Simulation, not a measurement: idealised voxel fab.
You're looking at the process module voxel double patterning.
Displayed cross-section: cut, width of 170 nm, square cells sized 5 nm.
We lay out every cross-section as a grid of square cells and spell it out in bands from the top down, where one band means one or more rows of cells.
Heads up on the band format: heights come first, top then bottom, in nm. After that it's the materials left to right, each with its width in nm. A single material flagged "everywhere" fills the whole band edge to edge, and "blank" means there's empty space there.
Heights are reckoned from 0. Under this level, the received wafer is all of one material. The bottommost band is open-ended downward, for example "0..down".
The two numbers in a width such as "30..40" mark its ends across the band: the first belongs to the top row of cells, the second to the bottom row, and from each row to the next the width moves by the same amount.
No cell of the cross-section changed in a step that is given as "nothing got changed".
Unvented cavities: empty space of 8 cells or more with no open way to the top, each as width x height at its distance from the left edge, in nm
Note: text after step settings on the step line = simulator remark on that step.
Steps that use a mask can have "overlay nm" on their line. It says how far the mask sat to the right of where it was meant to be. Negative means to the left.
### Process steps - plan
1) RECEIVE: material Si
2) CONFORMAL_DEP: material SiN, thk nm 10
3) DIRECTIONAL_DEP: material SiO2, thk nm 10
4) DIRECTIONAL_DEP: material SiCN, thk nm 5
5) DIRECTIONAL_DEP: material aC, thk nm 15
6) PATTERN: tone open, mask id FIRST, material resist, width nm 15, pitch nm 50, thk nm 30, overlay nm 0
7) DIRECTIONAL_ETCH: etch materials aC, depth nm 15
8) STRIP: etch materials resist
9) DIRECTIONAL_ETCH: etch materials SiCN, depth nm 5
10) STRIP: etch materials aC
11) DIRECTIONAL_DEP: material aC, thk nm 15
12) PATTERN: tone open, mask id SECOND, material resist, width nm 15, pitch nm 50, thk nm 30, overlay nm 0
13) DIRECTIONAL_ETCH: etch materials aC, depth nm 15
14) STRIP: etch materials resist
15) DIRECTIONAL_ETCH: etch materials SiCN, depth nm 5
16) STRIP: etch materials aC
17) DIRECTIONAL_ETCH: etch materials SiO2, depth nm 10
18) STRIP: etch materials SiCN
### The cross-section here shows the wafer as received, i.e. in its state after step 1
	0..down = Si everywhere
	Unvented cavities: none
### Cross-sectional image of the first of two wafers at the end of the module, the run having proceeded as planned
	20..10 = 25 nm SiO2, 15 nm blank, 10 nm SiO2, 15 nm blank, 10 nm SiO2, 15 nm blank, 10 nm SiO2, 15 nm blank, 10 nm SiO2, 15 nm blank, 30 nm SiO2
	10..0 = SiN everywhere
	0..down = Si everywhere
	Unvented cavities: none
### Second wafer of the two, sectioned at the end of the module. It began like the first and followed the same plan, but one mistake was made while running it
	20..10 = 25 nm SiO2, 30 nm blank, 20 nm SiO2, 30 nm blank, 20 nm SiO2, 15 nm blank, 30 nm SiO2
	10..0 = SiN everywhere
	0..down = Si everywhere
	Unvented cavities: none
What went wrong in running the wafer? step 12, actual vs plan mismatch, actual run PATTERN: tone open, mask id SECOND, material resist, width nm 15, pitch nm 50, thk nm 30, overlay nm -10
Upon completion, the cell count for each material on the second wafer equals that on the first, whereas the spatial distribution of those cells differs.
